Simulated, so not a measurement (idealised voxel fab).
The document below concerns the process module designated voxel self aligned contacts.
This is section cut - it's 245 nm across, gridded in 5 nm square cells.
Cross-section = grid of square cells, listed top down in bands; band = one or more rows.
Band entry format. Leading values: height of top, height of bottom, nm. Remainder: materials in left-to-right order, each with its width in nm. Special words: "throughout" on a single material, which then fills the band edge to edge; "air", empty space.
We count height from 0. Below that, the starting wafer is all one material. The lowest band never ends at the bottom but goes on down; see "0 and below" for how that is written.
You'd read "30->40" like this: the band's top row of cells is as wide as the first number, its bottom row is as wide as the second, and going down, every row changes width by the same amount as the row before did.
"same as before" (step): cross-section cells unchanged, all of them.
"Fully enclosed voids" specifies each empty space that is not open to the top and that occupies no fewer than 8 cells, using the form width x height at distance, the distance measured from the left edge and all three quantities in nm.
On a step's line, text after the settings is the simulator commenting on that step.
Among the settings permitted on a step's line is "overlay nm"; applied to a step with a mask, it specifies the extent to which the mask lay to the right of its planned position, whereas a negative figure signifies a position to the left.

# Process steps foreseen in the plan
step 1: RECEIVE [material Si]
step 2: OXIDIZE [depth nm 5]
step 3: DIRECTIONAL_DEP [material polySi] [thk nm 20]
step 4: DIRECTIONAL_DEP [material SiN] [thk nm 20]
step 5: PATTERN [tone cover] [mask id GATE] [material resist] [width nm 35] [pitch nm 60] [thk nm 20] [overlay nm 0]
step 6: DIRECTIONAL_ETCH [etch materials SiN] [depth nm 20]
step 7: DIRECTIONAL_ETCH [etch materials polySi] [depth nm 20]
step 8: STRIP [etch materials resist]
step 9: CONFORMAL_DEP [material SiN] [thk nm 5]
step 10: DIRECTIONAL_ETCH [etch materials SiN] [depth nm 5]
step 11: FILL_DEP [material SiO2] [thk nm 10]
step 12: CMP [height nm 45]
step 13: MASKED_ETCH [tone open] [mask id CONTACT] [width nm 45] [etch materials SiO2] [depth nm 50] [overlay nm 0]
step 14: CONFORMAL_DEP [material TiN] [thk nm 5]
step 15: FILL_DEP [material W] [thk nm 10]
step 16: CMP [height nm 45]
step 17: CONFORMAL_DEP [material SiN] [thk nm 5]

# First wafer, two in total, run as planned

# This is the cross-section of the wafer as we received it, i.e. after step 1
	0 and below | Si throughout
	Fully enclosed voids: none

# Sectional view: wafer, after step 2
	0 down to -5 | SiO2 throughout
	Below a height of -5, the structure has not been altered.

# Sectional view: wafer, after step 3
	20 down to 0 | polySi throughout
	Below a height of 0, the structure has not been altered.

# Sectional view: wafer, after step 4
	40 down to 20 | SiN throughout
	Below a height of 20, the structure has not been altered.

# Sectional view: wafer, after step 5
	60 down to 40 | air 75 nm / resist 35 nm / air 25 nm / resist 35 nm / air 75 nm
	Below a height of 40, the structure has not been altered.

# Sectional view: wafer, after step 6
	60 down to 40 | air 75 nm / resist 35 nm / air 25 nm / resist 35 nm / air 75 nm
	40 down to 20 | air 75 nm / SiN 35 nm / air 25 nm / SiN 35 nm / air 75 nm
	Below a height of 20, the structure has not been altered.

# Sectional view: wafer, after step 7
	60 down to 40 | air 75 nm / resist 35 nm / air 25 nm / resist 35 nm / air 75 nm
	40 down to 20 | air 75 nm / SiN 35 nm / air 25 nm / SiN 35 nm / air 75 nm
	20 down to 0 | air 75 nm / polySi 35 nm / air 25 nm / polySi 35 nm / air 75 nm
	Below a height of 0, the structure has not been altered.

# Sectional view: wafer, after step 8
	40 down to 20 | air 75 nm / SiN 35 nm / air 25 nm / SiN 35 nm / air 75 nm
	Below a height of 20, the structure has not been altered.

# Sectional view: wafer, after step 9
	45 down to 20 | air 70 nm / SiN 45 nm / air 15 nm / SiN 45 nm / air 70 nm
	20 down to 5 | air 70 nm / SiN 5 nm / polySi 35 nm / SiN 5 nm / air 15 nm / SiN 5 nm / polySi 35 nm / SiN 5 nm / air 70 nm
	5 down to 0 | SiN 75 nm / polySi 35 nm / SiN 25 nm / polySi 35 nm / SiN 75 nm
	Below a height of 0, the structure has not been altered.

# Sectional view: wafer, after step 10
	40 down to 20 | air 70 nm / SiN 45 nm / air 15 nm / SiN 45 nm / air 70 nm
	20 down to 0 | air 70 nm / SiN 5 nm / polySi 35 nm / SiN 5 nm / air 15 nm / SiN 5 nm / polySi 35 nm / SiN 5 nm / air 70 nm
	Below a height of 0, the structure has not been altered.

# Sectional view: wafer, after step 11
	50 down to 40 | SiO2 throughout
	40 down to 20 | SiO2 70 nm / SiN 45 nm / SiO2 15 nm / SiN 45 nm / SiO2 70 nm
	20 down to 0 | SiO2 70 nm / SiN 5 nm / polySi 35 nm / SiN 5 nm / SiO2 15 nm / SiN 5 nm / polySi 35 nm / SiN 5 nm / SiO2 70 nm
	Below a height of 0, the structure has not been altered.

# Sectional view: wafer, after step 12
	45 down to 40 | SiO2 throughout
	Below a height of 40, the structure has not been altered.

# Sectional view: wafer, after step 13
	45 down to 40 | SiO2 100 nm / air 45 nm / SiO2 100 nm
	40 down to 20 | SiO2 70 nm / SiN 45 nm / air 15 nm / SiN 45 nm / SiO2 70 nm
	20 down to 0 | SiO2 70 nm / SiN 5 nm / polySi 35 nm / SiN 5 nm / air 15 nm / SiN 5 nm / polySi 35 nm / SiN 5 nm / SiO2 70 nm
	0 down to -5 | SiO2 115 nm / air 15 nm / SiO2 115 nm
	Below a height of -5, the structure has not been altered.

# Sectional view: wafer, after step 14
	50 down to 45 | TiN 105 nm / air 35 nm / TiN 105 nm
	45 down to 40 | SiO2 100 nm / TiN 20 nm / air 5 nm / TiN 20 nm / SiO2 100 nm
	40 down to 20 | SiO2 70 nm / SiN 45 nm / TiN 5 nm / air 5 nm / TiN 5 nm / SiN 45 nm / SiO2 70 nm
	20 down to 0 | SiO2 70 nm / SiN 5 nm / polySi 35 nm / SiN 5 nm / TiN 5 nm / air 5 nm / TiN 5 nm / SiN 5 nm / polySi 35 nm / SiN 5 nm / SiO2 70 nm
	0 down to -5 | SiO2 115 nm / TiN 15 nm / SiO2 115 nm
	Below a height of -5, the structure has not been altered.

# Sectional view: wafer, after step 15
	60 down to 50 | W throughout
	50 down to 45 | TiN 105 nm / W 35 nm / TiN 105 nm
	45 down to 40 | SiO2 100 nm / TiN 20 nm / W 5 nm / TiN 20 nm / SiO2 100 nm
	40 down to 20 | SiO2 70 nm / SiN 45 nm / TiN 5 nm / W 5 nm / TiN 5 nm / SiN 45 nm / SiO2 70 nm
	20 down to 0 | SiO2 70 nm / SiN 5 nm / polySi 35 nm / SiN 5 nm / TiN 5 nm / W 5 nm / TiN 5 nm / SiN 5 nm / polySi 35 nm / SiN 5 nm / SiO2 70 nm
	Below a height of 0, the structure has not been altered.

# Sectional view: wafer, after step 16
	45 down to 40 | SiO2 100 nm / TiN 20 nm / W 5 nm / TiN 20 nm / SiO2 100 nm
	Below a height of 40, the structure has not been altered.

# Sectional view: wafer, after step 17
	50 down to 45 | SiN throughout
	Below a height of 45, the structure has not been altered.

# Second wafer: same start and same plan as the first, one execution error; identical to the first through step 2

# Second wafer cross-section, taken as of the time the plan sets for step 3 to be done
	20 down to 0 | SiN throughout
	Below a height of 0, the structure has not been altered.

# Second wafer cross-section, taken as of the time the plan sets for step 4 to be done
	40 down to 20 | polySi throughout
	Below a height of 20, the structure has not been altered.

# Second wafer cross-section, taken as of the time the plan sets for step 5 to be done
	60 down to 40 | air 75 nm / resist 35 nm / air 25 nm / resist 35 nm / air 75 nm
	Below a height of 40, the structure has not been altered.

Second wafer cross-section, taken as of the time the plan sets for step 6 to be done: same as before

# Second wafer cross-section, taken as of the time the plan sets for step 7 to be done
	60 down to 40 | air 75 nm / resist 35 nm / air 25 nm / resist 35 nm / air 75 nm
	40 down to 20 | air 75 nm / polySi 35 nm / air 25 nm / polySi 35 nm / air 75 nm
	Below a height of 20, the structure has not been altered.

# Second wafer cross-section, taken as of the time the plan sets for step 8 to be done
	40 down to 20 | air 75 nm / polySi 35 nm / air 25 nm / polySi 35 nm / air 75 nm
	Below a height of 20, the structure has not been altered.

# Second wafer cross-section, taken as of the time the plan sets for step 9 to be done
	45 down to 40 | air 70 nm / SiN 45 nm / air 15 nm / SiN 45 nm / air 70 nm
	40 down to 25 | air 70 nm / SiN 5 nm / polySi 35 nm / SiN 5 nm / air 15 nm / SiN 5 nm / polySi 35 nm / SiN 5 nm / air 70 nm
	25 down to 20 | SiN 75 nm / polySi 35 nm / SiN 25 nm / polySi 35 nm / SiN 75 nm
	Below a height of 20, the structure has not been altered.

# Second wafer cross-section, taken as of the time the plan sets for step 10 to be done
	40 down to 20 | air 70 nm / SiN 5 nm / polySi 35 nm / SiN 5 nm / air 15 nm / SiN 5 nm / polySi 35 nm / SiN 5 nm / air 70 nm
	Below a height of 20, the structure has not been altered.

# Second wafer cross-section, taken as of the time the plan sets for step 11 to be done
	50 down to 40 | SiO2 throughout
	40 down to 20 | SiO2 70 nm / SiN 5 nm / polySi 35 nm / SiN 5 nm / SiO2 15 nm / SiN 5 nm / polySi 35 nm / SiN 5 nm / SiO2 70 nm
	Below a height of 20, the structure has not been altered.

# Second wafer cross-section, taken as of the time the plan sets for step 12 to be done
	45 down to 40 | SiO2 throughout
	Below a height of 40, the structure has not been altered.

# Second wafer cross-section, taken as of the time the plan sets for step 13 to be done
	45 down to 40 | SiO2 100 nm / air 45 nm / SiO2 100 nm
	40 down to 20 | SiO2 70 nm / SiN 5 nm / polySi 35 nm / SiN 5 nm / air 15 nm / SiN 5 nm / polySi 35 nm / SiN 5 nm / SiO2 70 nm
	Below a height of 20, the structure has not been altered.

# Second wafer cross-section, taken as of the time the plan sets for step 14 to be done
	50 down to 45 | TiN 105 nm / air 35 nm / TiN 105 nm
	45 down to 40 | SiO2 100 nm / TiN 20 nm / air 5 nm / TiN 20 nm / SiO2 100 nm
	40 down to 25 | SiO2 70 nm / SiN 5 nm / polySi 35 nm / SiN 5 nm / TiN 5 nm / air 5 nm / TiN 5 nm / SiN 5 nm / polySi 35 nm / SiN 5 nm / SiO2 70 nm
	25 down to 20 | SiO2 70 nm / SiN 5 nm / polySi 35 nm / SiN 5 nm / TiN 15 nm / SiN 5 nm / polySi 35 nm / SiN 5 nm / SiO2 70 nm
	Below a height of 20, the structure has not been altered.

# Second wafer cross-section, taken as of the time the plan sets for step 15 to be done
	60 down to 50 | W throughout
	50 down to 45 | TiN 105 nm / W 35 nm / TiN 105 nm
	45 down to 40 | SiO2 100 nm / TiN 20 nm / W 5 nm / TiN 20 nm / SiO2 100 nm
	40 down to 25 | SiO2 70 nm / SiN 5 nm / polySi 35 nm / SiN 5 nm / TiN 5 nm / W 5 nm / TiN 5 nm / SiN 5 nm / polySi 35 nm / SiN 5 nm / SiO2 70 nm
	Below a height of 25, the structure has not been altered.

# Second wafer cross-section, taken as of the time the plan sets for step 16 to be done
	45 down to 40 | SiO2 100 nm / TiN 20 nm / W 5 nm / TiN 20 nm / SiO2 100 nm
	Below a height of 40, the structure has not been altered.

# Second wafer cross-section, taken as of the time the plan sets for step 17 to be done
	50 down to 45 | SiN throughout
	Below a height of 45, the structure has not been altered.
Here's what went sideways: steps 3 and 4 of the plan were each performed in the slot designated for the other
Wrapping up, a cell-based count of both wafers puts the second over or under the first for these materials: SiN: 124 more; SiO2: 109 fewer; TiN: 10 fewer; W: 5 fewer
